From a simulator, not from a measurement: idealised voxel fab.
Documented hereafter: the process module known as voxel ribs on slabs.
Displayed cross-section: cut, width of 195 nm, square cells sized 5 nm.
When this document writes out a cross-section, it uses a grid of square cells and lists it as bands, beginning at the top and moving down, with a band standing for one or more rows of cells. Top height, bottom height, nm. Materials left to right, width each, nm. Single material + "edge to edge" = fills band edge to edge. "air" = empty. We count height from 0. Below that, the starting wafer is all one material. The lowest band never ends at the bottom but goes on down; see "0 down" for how that is written. A width such as "30 to 40" changes by the same amount from each row of cells to the next, from the band's top row to its bottom row. Key: "no modification" - step with no changed cell in the cross-section. In the "Completely sealed voids" entry, you get each enclosed empty space of 8 cells or more, one with no open way to the top, written width x height at distance, distance from the left edge, in nm. On a step's line, text after the settings is the simulator commenting on that step. overlay nm: mask offset rightward from planned place, masked step; negative means leftward offset.

Below is the list of planned process steps
1. RECEIVE: material Si
2. DIRECTIONAL_DEP: material SiO2, thk nm 25
3. DIRECTIONAL_DEP: material SiN, thk nm 15
4. MASKED_ETCH: tone cover, mask id RIB, width nm 25, etch materials SiN, depth nm 10, overlay nm 0
5. DIRECTIONAL_DEP: material aC, thk nm 15
6. PATTERN: tone cover, mask id SLAB, material resist, width nm 85, thk nm 35, overlay nm 0
7. DIRECTIONAL_ETCH: etch materials aC, depth nm 15
8. STRIP: etch materials resist
9. DIRECTIONAL_ETCH: etch materials SiN, depth nm 5
10. STRIP: etch materials aC
11. FILL_DEP: material SiO2, thk nm 20
12. CMP: height nm 55
13. DIRECTIONAL_DEP: material TiN, thk nm 10
14. MASKED_ETCH: tone cover, mask id HEATER, width nm 35, etch materials TiN, depth nm 10, overlay nm 0
15. CONFORMAL_DEP: material SiN, thk nm 5

Account of the first of two wafers, which was processed as intended

This is the cross-section of the wafer as we received it, i.e. after step 1
	0 down | Si edge to edge
	Completely sealed voids: none

Cross-section through the wafer, step 2 finished
	25 to 0 | SiO2 edge to edge
	Under the height 0 nothing was changed.

Cross-section through the wafer, step 3 finished
	40 to 25 | SiN edge to edge
	Under the height 25 nothing was changed.

Cross-section through the wafer, step 4 finished
	40 to 30 | air: 85  SiN: 25  air: 85
	Under the height 30 nothing was changed.

Cross-section through the wafer, step 5 finished
	55 to 45 | air: 85  aC: 25  air: 85
	45 to 40 | aC edge to edge
	40 to 30 | aC: 85  SiN: 25  aC: 85
	Under the height 30 nothing was changed.

Cross-section through the wafer, step 6 finished
	90 to 55 | air: 55  resist: 85  air: 55
	55 to 45 | air: 55  resist: 30  aC: 25  resist: 30  air: 55
	Under the height 45 nothing was changed.

Cross-section through the wafer, step 7 finished
	75 to 55 | air: 55  resist: 85  air: 55
	55 to 45 | air: 55  resist: 30  aC: 25  resist: 30  air: 55
	45 to 40 | air: 55  aC: 85  air: 55
	40 to 30 | air: 55  aC: 30  SiN: 25  aC: 30  air: 55
	Under the height 30 nothing was changed.

Cross-section through the wafer, step 8 finished
	55 to 45 | air: 85  aC: 25  air: 85
	Under the height 45 nothing was changed.

Cross-section through the wafer, step 9 finished
	55 to 45 | air: 85  aC: 25  air: 85
	45 to 40 | air: 55  aC: 85  air: 55
	40 to 30 | air: 55  aC: 30  SiN: 25  aC: 30  air: 55
	30 to 25 | air: 55  SiN: 85  air: 55
	Under the height 25 nothing was changed.

Cross-section through the wafer, step 10 finished
	40 to 30 | air: 85  SiN: 25  air: 85
	Under the height 30 nothing was changed.

Cross-section through the wafer, step 11 finished
	60 to 40 | SiO2 edge to edge
	40 to 30 | SiO2: 85  SiN: 25  SiO2: 85
	30 to 25 | SiO2: 55  SiN: 85  SiO2: 55
	Under the height 25 nothing was changed.

Cross-section through the wafer, step 12 finished
	55 to 40 | SiO2 edge to edge
	Under the height 40 nothing was changed.

Cross-section through the wafer, step 13 finished
	65 to 55 | TiN edge to edge
	Under the height 55 nothing was changed.

Cross-section through the wafer, step 14 finished
	65 to 55 | air: 80  TiN: 35  air: 80
	Under the height 55 nothing was changed.

Cross-section through the wafer, step 15 finished
	70 to 65 | air: 75  SiN: 45  air: 75
	65 to 60 | air: 75  SiN: 5  TiN: 35  SiN: 5  air: 75
	60 to 55 | SiN: 80  TiN: 35  SiN: 80
	Under the height 55 nothing was changed.

For the second wafer, take the first wafer's start and plan, then add one mistake made in running it; everything through step 14, that step included, is shared with the first

Cross-sectional representation of the second wafer at the time designated in the plan for the completion of step 15
	70 to 60 | air: 75  TiN: 45  air: 75
	60 to 55 | TiN edge to edge
	Under the height 55 nothing was changed.
Heads up, the wafer didn't run the way we planned it: so step 15 ended up running with a different setting than we planned, it ran as CONFORMAL_DEP: material TiN, thk nm 5
Final cells, second wafer relative to first, materials higher or lower: SiN: 43 fewer; TiN: 43 more
